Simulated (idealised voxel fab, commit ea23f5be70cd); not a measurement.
process module | voxel self aligned contacts
cross-section cut | 250 nm wide | cells 5 nm
A cross-section is a grid of square cells, given in bands from the top down. A band is one or more rows of cells.
Each band's line starts with the height of the band's top and of its bottom, in nm. Then come its materials from left to right, each with its width in nm. One material with "throughout" fills the band from edge to edge. "air" is empty space.
Height 0 is the level under which the wafer as received is all one material. The lowest band goes on downwards, as in "0 down".
A width such as "30 to 40" changes by the same amount from each row of cells to the next, from the band's top row to its bottom row.
"no change" after a step means that no cell of the cross-section changed.
closed voids: empty space of 8 cells or more with no open way to the top, each as width x height at its distance from the left edge, in nm
after a step's settings: what the simulator itself notes on the step
overlay nm, on a step with a mask: how far to the right of its planned place the mask lay; to the left if negative
plan
1 op RECEIVE | material Si
2 op CONFORMAL_DEP | material SiO2 | thk nm 5
3 op DIRECTIONAL_DEP | material polySi | thk nm 30
4 op DIRECTIONAL_DEP | material SiN | thk nm 15
5 op PATTERN | tone cover | mask id GATE | material resist | width nm 35 | pitch nm 60 | thk nm 15 | overlay nm 0
6 op DIRECTIONAL_ETCH | etch materials SiN | depth nm 15
7 op DIRECTIONAL_ETCH | etch materials polySi | depth nm 30
8 op STRIP | etch materials resist
9 op CONFORMAL_DEP | material SiN | thk nm 5
10 op DIRECTIONAL_ETCH | etch materials SiN | depth nm 5
11 op FILL_DEP | material SiO2 | thk nm 15
12 op CMP | height nm 60
13 op PATTERN | tone open | mask id CONTACT | material resist | width nm 35 | pitch nm 60 | thk nm 15 | overlay nm 0
14 op DIRECTIONAL_ETCH | etch materials SiO2 | depth nm 60
15 op STRIP | etch materials resist
16 op CONFORMAL_DEP | material TiN | thk nm 5
17 op FILL_DEP | material Ru | thk nm 5
18 op CMP | height nm 60
19 op CONFORMAL_DEP | material SiCN | thk nm 5
as received, after step 1
  0 down: Si throughout
  closed voids: none
first wafer at the end, as planned
  65 to 60: SiCN throughout
  60 to 50: SiO2 75 | TiN 5 to 15 | Ru 25 to 5 | TiN 5 to 15 | SiO2 25 | TiN 5 to 15 | Ru 25 to 5 | TiN 5 to 15 | SiO2 80
  50 to 35: SiO2 40 | SiN 45 | TiN 5 | Ru 5 | TiN 5 | SiN 45 | TiN 5 | Ru 5 | TiN 5 | SiN 45 | SiO2 45
  35 to 5: SiO2 40 | SiN 5 | polySi 35 | SiN 5 | TiN 5 | Ru 5 | TiN 5 | SiN 5 | polySi 35 | SiN 5 | TiN 5 | Ru 5 | TiN 5 | SiN 5 | polySi 35 | SiN 5 | SiO2 45
  5 to 0: SiO2 85 | TiN 15 | SiO2 45 | TiN 15 | SiO2 90
  0 down: Si throughout
  closed voids: none
second wafer at the end: like start, like plan, one mistake
  65 to 60: SiCN throughout
  60 to 55: Ru 70 | TiN 5 | SiO2 35 | TiN 5 | Ru 15 | TiN 5 | SiO2 35 | TiN 5 | Ru 75
  55 to 50: Ru 35 | TiN 40 | SiO2 35 | TiN 25 | SiO2 35 | TiN 40 | Ru 40
  50 to 35: Ru 35 | TiN 5 | SiN 45 | SiO2 15 | SiN 45 | SiO2 15 | SiN 45 | TiN 5 | Ru 40
  35 to 5: Ru 35 | TiN 5 | SiN 5 | polySi 35 | SiN 5 | SiO2 15 | SiN 5 | polySi 35 | SiN 5 | SiO2 15 | SiN 5 | polySi 35 | SiN 5 | TiN 5 | Ru 40
  5 to 0: TiN 40 | SiO2 165 | TiN 45
  0 down: Si throughout
  closed voids: none
what went wrong: step 13 ran as: op PATTERN | tone cover | mask id CONTACT | material resist | width nm 35 | pitch nm 60 | thk nm 15 | overlay nm 0
at the end the second wafer has, in cells: 152 more of Ru | 154 fewer of SiO2 | 2 more of TiN
